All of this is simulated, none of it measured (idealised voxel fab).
The following is a process module called voxel capacitor over wiring.
Cross-sectional view cut (width: 155 nm; square cell size: 5 nm).
When this document writes out a cross-section, it uses a grid of square cells and lists it as bands, beginning at the top and moving down, with a band standing for one or more rows of cells. Heights first: top, then bottom, in nm. Then materials, left to right, each with a width in nm. "everywhere" on a single material: fills the band edge to edge. "blank": empty space. Convention: height 0 is the level below which the wafer, as received, is all one material. The lowest band does not terminate at the bottom but continues downward, represented as "top 0, no bottom". The two numbers in a width such as "30..40" mark its ends across the band: the first belongs to the top row of cells, the second to the bottom row, and from each row to the next the width moves by the same amount. Basically "nothing got changed" means that step didn't change any cell in the cross-section. "Closed internal cavities" - sealed voids, min. 8 cells, no opening to top; format: width x height at distance (distance from left edge; nm throughout). Note: text after step settings on the step line = simulator remark on that step. overlay nm: mask right of planned place by this much (step with mask). Neg. = left.
Process steps - plan:
1. RECEIVE,material Si
2. CONFORMAL_DEP,material SiO2,thk nm 15
3. CONFORMAL_DEP,material SiN,thk nm 5
4. DIRECTIONAL_DEP,material SiO2,thk nm 25
5. DIRECTIONAL_DEP,material aC,thk nm 15
6. PATTERN,tone open,mask id METAL_1,material resist,width nm 30,pitch nm 80,thk nm 35,overlay nm 0
7. DIRECTIONAL_ETCH,etch materials aC,depth nm 15
8. STRIP,etch materials resist
9. DIRECTIONAL_ETCH,etch materials SiO2,depth nm 25
10. DIRECTIONAL_ETCH,etch materials SiN,depth nm 5
11. STRIP,etch materials aC
12. CONFORMAL_DEP,material TiN,thk nm 5
13. FILL_DEP,material Ru,thk nm 5
14. CMP,height nm 45
15. CONFORMAL_DEP,material SiCN,thk nm 5
16. DIRECTIONAL_DEP,material lowk,thk nm 15
17. MASKED_ETCH,tone open,mask id PLUG_1,width nm 15,etch materials lowk,depth nm 15,overlay nm 0
18. MASKED_ETCH,tone open,mask id PLUG_1,width nm 15,etch materials SiCN,depth nm 5,overlay nm 0
19. EPI,material Ru,thk nm 10
20. EPI,material Ru,thk nm 10
21. DIRECTIONAL_DEP,material TiN,thk nm 10
22. DIRECTIONAL_DEP,material HfO2,thk nm 5
23. DIRECTIONAL_DEP,material TiN,thk nm 10
24. DIRECTIONAL_DEP,material aC,thk nm 15
25. PATTERN,tone cover,mask id UPPER_PLATE,material resist,width nm 55,thk nm 30,overlay nm 0
26. DIRECTIONAL_ETCH,etch materials aC,depth nm 15
27. STRIP,etch materials resist
28. DIRECTIONAL_ETCH,etch materials TiN,depth nm 10
29. DIRECTIONAL_ETCH,etch materials HfO2,depth nm 5
30. STRIP,etch materials aC
31. DIRECTIONAL_DEP,material aC,thk nm 10
32. PATTERN,tone cover,mask id LOWER_PLATE,material resist,width nm 65,thk nm 30,overlay nm 0
33. DIRECTIONAL_ETCH,etch materials aC,depth nm 10
34. STRIP,etch materials resist
35. DIRECTIONAL_ETCH,etch materials TiN,depth nm 10
36. STRIP,etch materials aC
37. FILL_DEP,material SiO2,thk nm 20
38. CMP,height nm 105
39. MASKED_ETCH,tone open,mask id PLUG_2,width nm 15,etch materials SiO2,depth nm 15,overlay nm 0
40. CONFORMAL_DEP,material TiN,thk nm 5
41. FILL_DEP,material Ru,thk nm 10
42. CMP,height nm 105
43. CONFORMAL_DEP,material SiCN,thk nm 5
So this is the incoming wafer in cross-section - it's already been through step 1:
top 0, no bottom: Si everywhere
Closed internal cavities: none
Post-module cross-section: identical start and plan to those above, one misstep in execution:
top 110, bottom 105: SiCN everywhere
top 105, bottom 95: SiO2 45, then aC 5, then Ru 5, then aC 5, then SiO2 95
top 95, bottom 90: SiO2 45, then aC 15, then SiO2 95
top 90, bottom 80: SiO2 35, then TiN 55, then SiO2 65
top 80, bottom 75: SiO2 35, then HfO2 55, then SiO2 65
top 75, bottom 65: SiO2 30, then TiN 65, then SiO2 60
top 65, bottom 50: lowk 35, then Ru 15, then lowk 105
top 50, bottom 45: SiCN 35, then Ru 15, then SiCN 105
top 45, bottom 20: SiO2 20, then TiN 5, then Ru 20, then TiN 5, then SiO2 50, then TiN 5, then Ru 20, then TiN 5, then SiO2 25
top 20, bottom 15: SiN 20, then TiN 30, then SiN 50, then TiN 30, then SiN 25
top 15, bottom 0: SiO2 everywhere
top 0, no bottom: Si everywhere
Closed internal cavities: none
What was done differently from what was planned? step 40: run off-plan, actual operation and settings CONFORMAL_DEP,material aC,thk nm 5
